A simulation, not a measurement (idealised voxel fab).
You're looking at the process module voxel wiring stack.
285 nm wide, 5 nm square cells: that's cross-section cut.
When this document writes out a cross-section, it uses a grid of square cells and lists it as bands, beginning at the top and moving down, with a band standing for one or more rows of cells.
It is stipulated that each band's entry specify, in nanometres, the height of the top of the band and then that of its bottom, followed by the materials of the band in left-to-right sequence, each together with its width in nanometres. A single material marked by the word "all across" is understood to fill the band from edge to edge; the word "blank" is understood to denote empty space.
All heights in this document are referenced to 0, defined as the level beneath which the wafer, as received, consists entirely of one material. The lowest band is not bounded below; it extends indefinitely downward and is written in the form "0 -> down".
The expression "30 to 40" gives the width at the extremes of the band, the first number at its top row of cells and the second at its bottom row, with the width changing by equal amounts from each row to the next in between.
Step note "nothing changed" = no cross-section cell changed.
Look at "Catalogued sealed voids" for the closed voids: empty spaces with no open path to the top, sized 8 cells or up. Each is width x height at distance, distance from the left edge, all nm.
Formally, on a step line, whatever follows the settings is a remark that the simulator itself makes on the step.
If you see "overlay nm" on a step's line and that step has a mask, it's telling you how far right of where it was planned the mask ended up; a negative number means it went left instead.

The following list gives the planned process steps:
| 1 | RECEIVE, material Si |
| 2 | CONFORMAL_DEP, material SiO2, thk nm 15 |
| 3 | CONFORMAL_DEP, material SiN, thk nm 5 |
| 4 | DIRECTIONAL_DEP, material SiO2, thk nm 20 |
| 5 | PATTERN, tone open, mask id METAL_1, material resist, width nm 20, pitch nm 45, thk nm 20, overlay nm 0 |
| 6 | DIRECTIONAL_ETCH, etch materials SiO2, depth nm 20 |
| 7 | DIRECTIONAL_ETCH, etch materials SiN, depth nm 5 |
| 8 | STRIP, etch materials resist |
| 9 | CONFORMAL_DEP, material TiN, thk nm 5 |
| 10 | FILL_DEP, material Cu, thk nm 10 |
| 11 | CMP, height nm 40 |
| 12 | CONFORMAL_DEP, material SiCN, thk nm 5 |
| 13 | DIRECTIONAL_DEP, material lowk, thk nm 15 |
| 14 | DIRECTIONAL_DEP, material aC, thk nm 10 |
| 15 | PATTERN, tone open, mask id PLUG_1, material resist, width nm 15, pitch nm 90, thk nm 30, overlay nm 0 |
| 16 | DIRECTIONAL_ETCH, etch materials aC, depth nm 10 |
| 17 | STRIP, etch materials resist |
| 18 | DIRECTIONAL_ETCH, etch materials lowk, depth nm 15 |
| 19 | DIRECTIONAL_ETCH, etch materials SiCN, depth nm 5 |
| 20 | STRIP, etch materials aC |
| 21 | CONFORMAL_DEP, material TiN, thk nm 5 |
| 22 | FILL_DEP, material Ru, thk nm 5 |
| 23 | CMP, height nm 60 |
| 24 | CONFORMAL_DEP, material SiCN, thk nm 5 |
| 25 | DIRECTIONAL_DEP, material lowk, thk nm 15 |
| 26 | MASKED_ETCH, tone open, mask id METAL_2, width nm 20, pitch nm 45, etch materials lowk, depth nm 15, overlay nm 0 |
| 27 | MASKED_ETCH, tone open, mask id METAL_2, width nm 20, pitch nm 45, etch materials SiCN, depth nm 5, overlay nm 0 |
| 28 | CONFORMAL_DEP, material TiN, thk nm 5 |
| 29 | FILL_DEP, material Cu, thk nm 5 |
| 30 | CMP, height nm 80 |
| 31 | EPI, material Ru, thk nm 5 |
| 32 | FILL_DEP, material SiCN, thk nm 5 |

So, the first of our two wafers, run just as we planned it:

Cross-section: wafer on arrival = after step 1:
> 0 -> down = Si all across
> Catalogued sealed voids: none

Wafer after step 2 (cross-section):
> 15 -> 0 = SiO2 all across
> Under the height 0 nothing was changed.

Wafer after step 3 (cross-section):
> 20 -> 15 = SiN all across
> Under the height 15 nothing was changed.

Wafer after step 4 (cross-section):
> 40 -> 20 = SiO2 all across
> Under the height 20 nothing was changed.

Wafer after step 5 (cross-section):
> 60 -> 40 = 85 resist; 20 blank; 25 resist; 20 blank; 25 resist; 20 blank; 90 resist
> Under the height 40 nothing was changed.

Wafer after step 6 (cross-section):
> 60 -> 40 = 85 resist; 20 blank; 25 resist; 20 blank; 25 resist; 20 blank; 90 resist
> 40 -> 20 = 85 SiO2; 20 blank; 25 SiO2; 20 blank; 25 SiO2; 20 blank; 90 SiO2
> Under the height 20 nothing was changed.

Wafer after step 7 (cross-section):
> 60 -> 40 = 85 resist; 20 blank; 25 resist; 20 blank; 25 resist; 20 blank; 90 resist
> 40 -> 20 = 85 SiO2; 20 blank; 25 SiO2; 20 blank; 25 SiO2; 20 blank; 90 SiO2
> 20 -> 15 = 85 SiN; 20 blank; 25 SiN; 20 blank; 25 SiN; 20 blank; 90 SiN
> Under the height 15 nothing was changed.

Wafer after step 8 (cross-section):
> 40 -> 20 = 85 SiO2; 20 blank; 25 SiO2; 20 blank; 25 SiO2; 20 blank; 90 SiO2
> Under the height 20 nothing was changed.

Wafer after step 9 (cross-section):
> 45 -> 40 = 90 TiN; 10 blank; 35 TiN; 10 blank; 35 TiN; 10 blank; 95 TiN
> 40 -> 20 = 85 SiO2; 5 TiN; 10 blank; 5 TiN; 25 SiO2; 5 TiN; 10 blank; 5 TiN; 25 SiO2; 5 TiN; 10 blank; 5 TiN; 90 SiO2
> 20 -> 15 = 85 SiN; 20 TiN; 25 SiN; 20 TiN; 25 SiN; 20 TiN; 90 SiN
> Under the height 15 nothing was changed.

Wafer after step 10 (cross-section):
> 55 -> 45 = Cu all across
> 45 -> 40 = 90 TiN; 10 Cu; 35 TiN; 10 Cu; 35 TiN; 10 Cu; 95 TiN
> 40 -> 20 = 85 SiO2; 5 TiN; 10 Cu; 5 TiN; 25 SiO2; 5 TiN; 10 Cu; 5 TiN; 25 SiO2; 5 TiN; 10 Cu; 5 TiN; 90 SiO2
> Under the height 20 nothing was changed.

Wafer after step 11 (cross-section):
> 40 -> 20 = 85 SiO2; 5 TiN; 10 Cu; 5 TiN; 25 SiO2; 5 TiN; 10 Cu; 5 TiN; 25 SiO2; 5 TiN; 10 Cu; 5 TiN; 90 SiO2
> Under the height 20 nothing was changed.

Wafer after step 12 (cross-section):
> 45 -> 40 = SiCN all across
> Under the height 40 nothing was changed.

Wafer after step 13 (cross-section):
> 60 -> 45 = lowk all across
> Under the height 45 nothing was changed.

Wafer after step 14 (cross-section):
> 70 -> 60 = aC all across
> Under the height 60 nothing was changed.

Wafer after step 15 (cross-section):
> 100 -> 70 = 85 resist; 15 blank; 75 resist; 15 blank; 95 resist
> Under the height 70 nothing was changed.

Wafer after step 16 (cross-section):
> 90 -> 70 = 85 resist; 15 blank; 75 resist; 15 blank; 95 resist
> 70 -> 60 = 85 aC; 15 blank; 75 aC; 15 blank; 95 aC
> Under the height 60 nothing was changed.

Wafer after step 17 (cross-section):
> 70 -> 60 = 85 aC; 15 blank; 75 aC; 15 blank; 95 aC
> Under the height 60 nothing was changed.

Wafer after step 18 (cross-section):
> 70 -> 60 = 85 aC; 15 blank; 75 aC; 15 blank; 95 aC
> 60 -> 45 = 85 lowk; 15 blank; 75 lowk; 15 blank; 95 lowk
> Under the height 45 nothing was changed.

Wafer after step 19 (cross-section):
> 70 -> 60 = 85 aC; 15 blank; 75 aC; 15 blank; 95 aC
> 60 -> 45 = 85 lowk; 15 blank; 75 lowk; 15 blank; 95 lowk
> 45 -> 40 = 85 SiCN; 15 blank; 75 SiCN; 15 blank; 95 SiCN
> Under the height 40 nothing was changed.

Wafer after step 20 (cross-section):
> 60 -> 45 = 85 lowk; 15 blank; 75 lowk; 15 blank; 95 lowk
> Under the height 45 nothing was changed.

Wafer after step 21 (cross-section):
> 65 -> 60 = 90 TiN; 5 blank; 85 TiN; 5 blank; 100 TiN
> 60 -> 45 = 85 lowk; 5 TiN; 5 blank; 5 TiN; 75 lowk; 5 TiN; 5 blank; 5 TiN; 95 lowk
> 45 -> 40 = 85 SiCN; 15 TiN; 75 SiCN; 15 TiN; 95 SiCN
> Under the height 40 nothing was changed.

Wafer after step 22 (cross-section):
> 70 -> 65 = Ru all across
> 65 -> 60 = 90 TiN; 5 Ru; 85 TiN; 5 Ru; 100 TiN
> 60 -> 45 = 85 lowk; 5 TiN; 5 Ru; 5 TiN; 75 lowk; 5 TiN; 5 Ru; 5 TiN; 95 lowk
> Under the height 45 nothing was changed.

Wafer after step 23 (cross-section):
> 60 -> 45 = 85 lowk; 5 TiN; 5 Ru; 5 TiN; 75 lowk; 5 TiN; 5 Ru; 5 TiN; 95 lowk
> Under the height 45 nothing was changed.

Wafer after step 24 (cross-section):
> 65 -> 60 = SiCN all across
> Under the height 60 nothing was changed.

Wafer after step 25 (cross-section):
> 80 -> 65 = lowk all across
> Under the height 65 nothing was changed.

Wafer after step 26 (cross-section):
> 80 -> 65 = 85 lowk; 20 blank; 25 lowk; 20 blank; 25 lowk; 20 blank; 90 lowk
> Under the height 65 nothing was changed.

Wafer after step 27 (cross-section):
> 80 -> 65 = 85 lowk; 20 blank; 25 lowk; 20 blank; 25 lowk; 20 blank; 90 lowk
> 65 -> 60 = 85 SiCN; 20 blank; 25 SiCN; 20 blank; 25 SiCN; 20 blank; 90 SiCN
> Under the height 60 nothing was changed.

Wafer after step 28 (cross-section):
> 85 -> 80 = 90 TiN; 10 blank; 35 TiN; 10 blank; 35 TiN; 10 blank; 95 TiN
> 80 -> 65 = 85 lowk; 5 TiN; 10 blank; 5 TiN; 25 lowk; 5 TiN; 10 blank; 5 TiN; 25 lowk; 5 TiN; 10 blank; 5 TiN; 90 lowk
> 65 -> 60 = 85 SiCN; 20 TiN; 25 SiCN; 20 TiN; 25 SiCN; 20 TiN; 90 SiCN
> Under the height 60 nothing was changed.

Wafer after step 29 (cross-section):
> 90 -> 85 = Cu all across
> 85 -> 80 = 90 TiN; 10 Cu; 35 TiN; 10 Cu; 35 TiN; 10 Cu; 95 TiN
> 80 -> 65 = 85 lowk; 5 TiN; 10 Cu; 5 TiN; 25 lowk; 5 TiN; 10 Cu; 5 TiN; 25 lowk; 5 TiN; 10 Cu; 5 TiN; 90 lowk
> Under the height 65 nothing was changed.

Wafer after step 30 (cross-section):
> 80 -> 65 = 85 lowk; 5 TiN; 10 Cu; 5 TiN; 25 lowk; 5 TiN; 10 Cu; 5 TiN; 25 lowk; 5 TiN; 10 Cu; 5 TiN; 90 lowk
> Under the height 65 nothing was changed.

Wafer after step 31 (cross-section):
> 85 -> 80 = 80 blank; 30 Ru; 15 blank; 30 Ru; 15 blank; 30 Ru; 85 blank
> Under the height 80 nothing was changed.

Wafer after step 32 (cross-section):
> 90 -> 85 = SiCN all across
> 85 -> 80 = 80 SiCN; 30 Ru; 15 SiCN; 30 Ru; 15 SiCN; 30 Ru; 85 SiCN
> Under the height 80 nothing was changed.

What follows concerns the second wafer, which started out like the first and was meant to follow the very same plan; one mistake crept in when it was run, but everything up to and including step 4 is the same as for the first wafer:

Cross-section of the second wafer corresponding to the planned conclusion of step 5:
> 60 -> 40 = 85 blank; 20 resist; 25 blank; 20 resist; 25 blank; 20 resist; 90 blank
> Under the height 40 nothing was changed.

Cross-section of the second wafer corresponding to the planned conclusion of step 6:
> 60 -> 40 = 85 blank; 20 resist; 25 blank; 20 resist; 25 blank; 20 resist; 90 blank
> 40 -> 20 = 85 blank; 20 SiO2; 25 blank; 20 SiO2; 25 blank; 20 SiO2; 90 blank
> Under the height 20 nothing was changed.

Cross-section of the second wafer corresponding to the planned conclusion of step 7:
> 60 -> 40 = 85 blank; 20 resist; 25 blank; 20 resist; 25 blank; 20 resist; 90 blank
> 40 -> 20 = 85 blank; 20 SiO2; 25 blank; 20 SiO2; 25 blank; 20 SiO2; 90 blank
> 20 -> 15 = 85 blank; 20 SiN; 25 blank; 20 SiN; 25 blank; 20 SiN; 90 blank
> Under the height 15 nothing was changed.

Cross-section of the second wafer corresponding to the planned conclusion of step 8:
> 40 -> 20 = 85 blank; 20 SiO2; 25 blank; 20 SiO2; 25 blank; 20 SiO2; 90 blank
> Under the height 20 nothing was changed.

Cross-section of the second wafer corresponding to the planned conclusion of step 9:
> 45 -> 40 = 80 blank; 30 TiN; 15 blank; 30 TiN; 15 blank; 30 TiN; 85 blank
> 40 -> 20 = 80 blank; 5 TiN; 20 SiO2; 5 TiN; 15 blank; 5 TiN; 20 SiO2; 5 TiN; 15 blank; 5 TiN; 20 SiO2; 5 TiN; 85 blank
> 20 -> 15 = 85 TiN; 20 SiN; 25 TiN; 20 SiN; 25 TiN; 20 SiN; 90 TiN
> Under the height 15 nothing was changed.

Cross-section of the second wafer corresponding to the planned conclusion of step 10:
> 55 -> 45 = Cu all across
> 45 -> 40 = 80 Cu; 30 TiN; 15 Cu; 30 TiN; 15 Cu; 30 TiN; 85 Cu
> 40 -> 20 = 80 Cu; 5 TiN; 20 SiO2; 5 TiN; 15 Cu; 5 TiN; 20 SiO2; 5 TiN; 15 Cu; 5 TiN; 20 SiO2; 5 TiN; 85 Cu
> Under the height 20 nothing was changed.

Cross-section of the second wafer corresponding to the planned conclusion of step 11:
> 40 -> 20 = 80 Cu; 5 TiN; 20 SiO2; 5 TiN; 15 Cu; 5 TiN; 20 SiO2; 5 TiN; 15 Cu; 5 TiN; 20 SiO2; 5 TiN; 85 Cu
> Under the height 20 nothing was changed.

Cross-section of the second wafer corresponding to the planned conclusion of step 12:
> 45 -> 40 = SiCN all across
> Under the height 40 nothing was changed.

Cross-section of the second wafer corresponding to the planned conclusion of step 13:
> 60 -> 45 = lowk all across
> Under the height 45 nothing was changed.

Cross-section of the second wafer corresponding to the planned conclusion of step 14:
> 70 -> 60 = aC all across
> Under the height 60 nothing was changed.

Cross-section of the second wafer corresponding to the planned conclusion of step 15:
> 100 -> 70 = 85 resist; 15 blank; 75 resist; 15 blank; 95 resist
> Under the height 70 nothing was changed.

Cross-section of the second wafer corresponding to the planned conclusion of step 16:
> 90 -> 70 = 85 resist; 15 blank; 75 resist; 15 blank; 95 resist
> 70 -> 60 = 85 aC; 15 blank; 75 aC; 15 blank; 95 aC
> Under the height 60 nothing was changed.

Cross-section of the second wafer corresponding to the planned conclusion of step 17:
> 70 -> 60 = 85 aC; 15 blank; 75 aC; 15 blank; 95 aC
> Under the height 60 nothing was changed.

Cross-section of the second wafer corresponding to the planned conclusion of step 18:
> 70 -> 60 = 85 aC; 15 blank; 75 aC; 15 blank; 95 aC
> 60 -> 45 = 85 lowk; 15 blank; 75 lowk; 15 blank; 95 lowk
> Under the height 45 nothing was changed.

Cross-section of the second wafer corresponding to the planned conclusion of step 19:
> 70 -> 60 = 85 aC; 15 blank; 75 aC; 15 blank; 95 aC
> 60 -> 45 = 85 lowk; 15 blank; 75 lowk; 15 blank; 95 lowk
> 45 -> 40 = 85 SiCN; 15 blank; 75 SiCN; 15 blank; 95 SiCN
> Under the height 40 nothing was changed.

Cross-section of the second wafer corresponding to the planned conclusion of step 20:
> 60 -> 45 = 85 lowk; 15 blank; 75 lowk; 15 blank; 95 lowk
> Under the height 45 nothing was changed.

Cross-section of the second wafer corresponding to the planned conclusion of step 21:
> 65 -> 60 = 90 TiN; 5 blank; 85 TiN; 5 blank; 100 TiN
> 60 -> 45 = 85 lowk; 5 TiN; 5 blank; 5 TiN; 75 lowk; 5 TiN; 5 blank; 5 TiN; 95 lowk
> 45 -> 40 = 85 SiCN; 15 TiN; 75 SiCN; 15 TiN; 95 SiCN
> Under the height 40 nothing was changed.

Cross-section of the second wafer corresponding to the planned conclusion of step 22:
> 70 -> 65 = Ru all across
> 65 -> 60 = 90 TiN; 5 Ru; 85 TiN; 5 Ru; 100 TiN
> 60 -> 45 = 85 lowk; 5 TiN; 5 Ru; 5 TiN; 75 lowk; 5 TiN; 5 Ru; 5 TiN; 95 lowk
> Under the height 45 nothing was changed.

Cross-section of the second wafer corresponding to the planned conclusion of step 23:
> 60 -> 45 = 85 lowk; 5 TiN; 5 Ru; 5 TiN; 75 lowk; 5 TiN; 5 Ru; 5 TiN; 95 lowk
> Under the height 45 nothing was changed.

Cross-section of the second wafer corresponding to the planned conclusion of step 24:
> 65 -> 60 = SiCN all across
> Under the height 60 nothing was changed.

Cross-section of the second wafer corresponding to the planned conclusion of step 25:
> 80 -> 65 = lowk all across
> Under the height 65 nothing was changed.

Cross-section of the second wafer corresponding to the planned conclusion of step 26:
> 80 -> 65 = 85 lowk; 20 blank; 25 lowk; 20 blank; 25 lowk; 20 blank; 90 lowk
> Under the height 65 nothing was changed.

Cross-section of the second wafer corresponding to the planned conclusion of step 27:
> 80 -> 65 = 85 lowk; 20 blank; 25 lowk; 20 blank; 25 lowk; 20 blank; 90 lowk
> 65 -> 60 = 85 SiCN; 20 blank; 25 SiCN; 20 blank; 25 SiCN; 20 blank; 90 SiCN
> Under the height 60 nothing was changed.

Cross-section of the second wafer corresponding to the planned conclusion of step 28:
> 85 -> 80 = 90 TiN; 10 blank; 35 TiN; 10 blank; 35 TiN; 10 blank; 95 TiN
> 80 -> 65 = 85 lowk; 5 TiN; 10 blank; 5 TiN; 25 lowk; 5 TiN; 10 blank; 5 TiN; 25 lowk; 5 TiN; 10 blank; 5 TiN; 90 lowk
> 65 -> 60 = 85 SiCN; 20 TiN; 25 SiCN; 20 TiN; 25 SiCN; 20 TiN; 90 SiCN
> Under the height 60 nothing was changed.

Cross-section of the second wafer corresponding to the planned conclusion of step 29:
> 90 -> 85 = Cu all across
> 85 -> 80 = 90 TiN; 10 Cu; 35 TiN; 10 Cu; 35 TiN; 10 Cu; 95 TiN
> 80 -> 65 = 85 lowk; 5 TiN; 10 Cu; 5 TiN; 25 lowk; 5 TiN; 10 Cu; 5 TiN; 25 lowk; 5 TiN; 10 Cu; 5 TiN; 90 lowk
> Under the height 65 nothing was changed.

Cross-section of the second wafer corresponding to the planned conclusion of step 30:
> 80 -> 65 = 85 lowk; 5 TiN; 10 Cu; 5 TiN; 25 lowk; 5 TiN; 10 Cu; 5 TiN; 25 lowk; 5 TiN; 10 Cu; 5 TiN; 90 lowk
> Under the height 65 nothing was changed.

Cross-section of the second wafer corresponding to the planned conclusion of step 31:
> 85 -> 80 = 80 blank; 30 Ru; 15 blank; 30 Ru; 15 blank; 30 Ru; 85 blank
> Under the height 80 nothing was changed.

Cross-section of the second wafer corresponding to the planned conclusion of step 32:
> 90 -> 85 = SiCN all across
> 85 -> 80 = 80 SiCN; 30 Ru; 15 SiCN; 30 Ru; 15 SiCN; 30 Ru; 85 SiCN
> Under the height 80 nothing was changed.
Processing error: heads up, step 5 didn't go per plan, it actually ran as PATTERN, tone cover, mask id METAL_1, material resist, width nm 20, pitch nm 45, thk nm 20, overlay nm 0
It is noted that, at the conclusion of processing, the second wafer exhibits a higher or lower cell count for certain materials relative to the first: +132 Cu; -33 SiN; -132 SiO2; +33 TiN
